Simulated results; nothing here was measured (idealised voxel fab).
process module | voxel self aligned contacts
cross-section cut | 205 nm wide | cells 5 nm
A cross-section is a grid of square cells, given in bands from the top down. A band is one or more rows of cells.
Each band's line starts with the height of the band's top and of its bottom, in nm. Then come its materials from left to right, each with its width in nm. One material with "throughout" fills the band from edge to edge. "air" is empty space.
Height 0 is the level under which the wafer as received is all one material. The lowest band goes on downwards, as in "0 down".
A width such as "30 to 40" changes by the same amount from each row of cells to the next, from the band's top row to its bottom row.
"no change" after a step means that no cell of the cross-section changed.
closed voids: empty space of 8 cells or more with no open way to the top, each as width x height at its distance from the left edge, in nm
after a step's settings: what the simulator itself notes on the step
overlay nm, on a step with a mask: how far to the right of its planned place the mask lay; to the left if negative
plan
1 op RECEIVE | material Si
2 op CONFORMAL_DEP | material SiO2 | thk nm 5
3 op DIRECTIONAL_DEP | material polySi | thk nm 25
4 op DIRECTIONAL_DEP | material SiN | thk nm 20
5 op MASKED_ETCH | tone cover | mask id GATE | width nm 25 | pitch nm 60 | etch materials SiN | depth nm 20 | overlay nm 0
6 op MASKED_ETCH | tone cover | mask id GATE | width nm 25 | pitch nm 60 | etch materials polySi | depth nm 25 | overlay nm 0
7 op CONFORMAL_DEP | material SiN | thk nm 10
8 op DIRECTIONAL_ETCH | etch materials SiN | depth nm 10
9 op FILL_DEP | material SiO2 | thk nm 10
10 op CMP | height nm 55
11 op DIRECTIONAL_DEP | material aC | thk nm 10
12 op PATTERN | tone open | mask id CONTACT | material resist | width nm 45 | pitch nm 60 | thk nm 30 | overlay nm 0
13 op DIRECTIONAL_ETCH | etch materials aC | depth nm 10
14 op STRIP | etch materials resist
15 op DIRECTIONAL_ETCH | etch materials SiO2 | depth nm 55
16 op STRIP | etch materials aC
17 op CONFORMAL_DEP | material TiN | thk nm 5
18 op FILL_DEP | material Ru | thk nm 5
19 op CMP | height nm 55
20 op CONFORMAL_DEP | material SiN | thk nm 5
as received, after step 1
  0 down: Si throughout
  closed voids: none
first wafer at the end, as planned
  60 to 55: SiN throughout
  55 to 50: SiO2 50 | TiN 20 | Ru 5 | TiN 20 | SiO2 15 | TiN 20 | Ru 5 | TiN 20 | SiO2 50
  50 to 30: SiO2 20 | SiN 45 | TiN 5 | Ru 5 | TiN 5 | SiN 45 | TiN 5 | Ru 5 | TiN 5 | SiN 45 | SiO2 20
  30 to 5: SiO2 20 | SiN 10 | polySi 25 | SiN 10 | TiN 5 | Ru 5 | TiN 5 | SiN 10 | polySi 25 | SiN 10 | TiN 5 | Ru 5 | TiN 5 | SiN 10 | polySi 25 | SiN 10 | SiO2 20
  5 to 0: SiO2 65 | TiN 15 | SiO2 45 | TiN 15 | SiO2 65
  0 down: Si throughout
  closed voids: none
second wafer at the end: like start, like plan, one mistake
  60 to 55: SiN throughout
  55 to 50: SiO2 50 | TiN 20 | Ru 5 | TiN 20 | SiO2 15 | TiN 20 | Ru 5 | TiN 20 | SiO2 50
  50 to 30: SiO2 20 | SiN 45 | TiN 5 | Ru 5 | TiN 5 | SiN 45 | TiN 5 | Ru 5 | TiN 5 | SiN 45 | SiO2 20
  30 to 25: SiO2 65 | TiN 15 | SiO2 45 | TiN 15 | SiO2 65
  25 to 0: polySi throughout
  0 down: Si throughout
  closed voids: none
what went wrong: steps 2 and 3 were swapped
at the end the second wafer has, in cells: 10 fewer of Ru | 60 fewer of SiN | 40 fewer of SiO2 | 20 fewer of TiN | 130 more of polySi
